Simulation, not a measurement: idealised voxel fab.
process module | voxel gate over fins
cross-section cut | 250 nm wide | cells 5 nm
A cross-section is a grid of square cells, given in bands from the top down. A band is one or more rows of cells.
Each band's line starts with the height of the band's top and of its bottom, in nm. Then come its materials from left to right, each with its width in nm. One material with "throughout" fills the band from edge to edge. "air" is empty space.
Height 0 is the level under which the wafer as received is all one material. The lowest band goes on downwards, as in "0 down".
A width such as "30 to 40" changes by the same amount from each row of cells to the next, from the band's top row to its bottom row.
"no change" after a step means that no cell of the cross-section changed.
closed voids: empty space of 8 cells or more with no open way to the top, each as width x height at its distance from the left edge, in nm
after a step's settings: what the simulator itself notes on the step
overlay nm, on a step with a mask: how far to the right of its planned place the mask lay; to the left if negative
plan
1 op RECEIVE | material Si
2 op CONFORMAL_DEP | material SiN | thk nm 5
3 op DIRECTIONAL_DEP | material aC | thk nm 15
4 op PATTERN | tone cover | mask id FINS | material resist | width nm 15 | pitch nm 50 | thk nm 30 | overlay nm 0
5 op DIRECTIONAL_ETCH | etch materials aC | depth nm 15
6 op STRIP | etch materials resist
7 op DIRECTIONAL_ETCH | etch materials SiN | depth nm 5
8 op DIRECTIONAL_ETCH | etch materials Si | depth nm 40
9 op STRIP | etch materials aC
10 op FILL_DEP | material SiO2 | thk nm 15
11 op CMP | height nm 5
12 op DIRECTIONAL_DEP | material aC | thk nm 10
13 op PATTERN | tone open | mask id RAIL | material resist | width nm 15 | thk nm 25 | overlay nm 0
14 op DIRECTIONAL_ETCH | etch materials aC | depth nm 10
15 op STRIP | etch materials resist
16 op DIRECTIONAL_ETCH | etch materials SiO2 | depth nm 40
17 op STRIP | etch materials aC
18 op CONFORMAL_DEP | material TiN | thk nm 5
19 op FILL_DEP | material Ru | thk nm 5
20 op CMP | height nm 5
21 op SELECTIVE_ETCH | etch materials W Ru TiN | depth nm 20
22 op FILL_DEP | material SiO2 | thk nm 5
23 op CMP | height nm 5
24 op SELECTIVE_ETCH | etch materials SiO2 | depth nm 15
25 op STRIP | etch materials SiN
26 op CONFORMAL_DEP | material HfO2 | thk nm 5
27 op CONFORMAL_DEP | material TiN | thk nm 5
28 op FILL_DEP | material W | thk nm 15
29 op CMP | height nm 20
30 op CONFORMAL_DEP | material SiN | thk nm 5
as received, after step 1
  0 down: Si throughout
  closed voids: none
first wafer at the end, as planned
  25 to 20: SiN throughout
  20 to 10: W throughout
  10 to 5: W 55 | TiN 35 | W 15 | TiN 35 | W 15 | TiN 35 | W 60
  5 to 0: W 55 | TiN 5 | HfO2 25 | TiN 5 | W 15 | TiN 5 | HfO2 25 | TiN 5 | W 15 | TiN 5 | HfO2 25 | TiN 5 | W 60
  0 to -5: TiN 60 | HfO2 5 | Si 15 | HfO2 5 | TiN 25 | HfO2 5 | Si 15 | HfO2 5 | TiN 25 | HfO2 5 | Si 15 | HfO2 5 | TiN 65
  -5 to -10: HfO2 65 | Si 15 | HfO2 35 | Si 15 | HfO2 35 | Si 15 | HfO2 70
  -10 to -15: SiO2 65 | Si 15 | SiO2 35 | Si 15 | SiO2 35 | Si 15 | SiO2 70
  -15 to -30: SiO2 65 | Si 15 | SiO2 10 | TiN 5 | Ru 5 | TiN 5 | SiO2 10 | Si 15 | SiO2 35 | Si 15 | SiO2 70
  -30 to -35: SiO2 65 | Si 15 | SiO2 10 | TiN 15 | SiO2 10 | Si 15 | SiO2 35 | Si 15 | SiO2 70
  -35 to -40: SiO2 65 | Si 15 | SiO2 35 | Si 15 | SiO2 35 | Si 15 | SiO2 70
  -40 down: Si throughout
  closed voids: none
second wafer at the end: like start, like plan, one mistake
  25 to 20: SiN throughout
  20 to 10: W throughout
  10 to 5: W 55 | SiN 35 | W 15 | SiN 35 | W 15 | SiN 35 | W 60
  5 to 0: W 55 | SiN 5 | HfO2 25 | SiN 5 | W 15 | SiN 5 | HfO2 25 | SiN 5 | W 15 | SiN 5 | HfO2 25 | SiN 5 | W 60
  0 to -5: SiN 60 | HfO2 5 | Si 15 | HfO2 5 | SiN 25 | HfO2 5 | Si 15 | HfO2 5 | SiN 25 | HfO2 5 | Si 15 | HfO2 5 | SiN 65
  -5 to -10: HfO2 65 | Si 15 | HfO2 35 | Si 15 | HfO2 35 | Si 15 | HfO2 70
  -10 to -15: SiO2 65 | Si 15 | SiO2 35 | Si 15 | SiO2 35 | Si 15 | SiO2 70
  -15 to -30: SiO2 65 | Si 15 | SiO2 10 | TiN 5 | Ru 5 | TiN 5 | SiO2 10 | Si 15 | SiO2 35 | Si 15 | SiO2 70
  -30 to -35: SiO2 65 | Si 15 | SiO2 10 | TiN 15 | SiO2 10 | Si 15 | SiO2 35 | Si 15 | SiO2 70
  -35 to -40: SiO2 65 | Si 15 | SiO2 35 | Si 15 | SiO2 35 | Si 15 | SiO2 70
  -40 down: Si throughout
  closed voids: none
what went wrong: step 27 ran as: op CONFORMAL_DEP | material SiN | thk nm 5
at the end the second wafer has, in cells: 62 more of SiN | 62 fewer of TiN
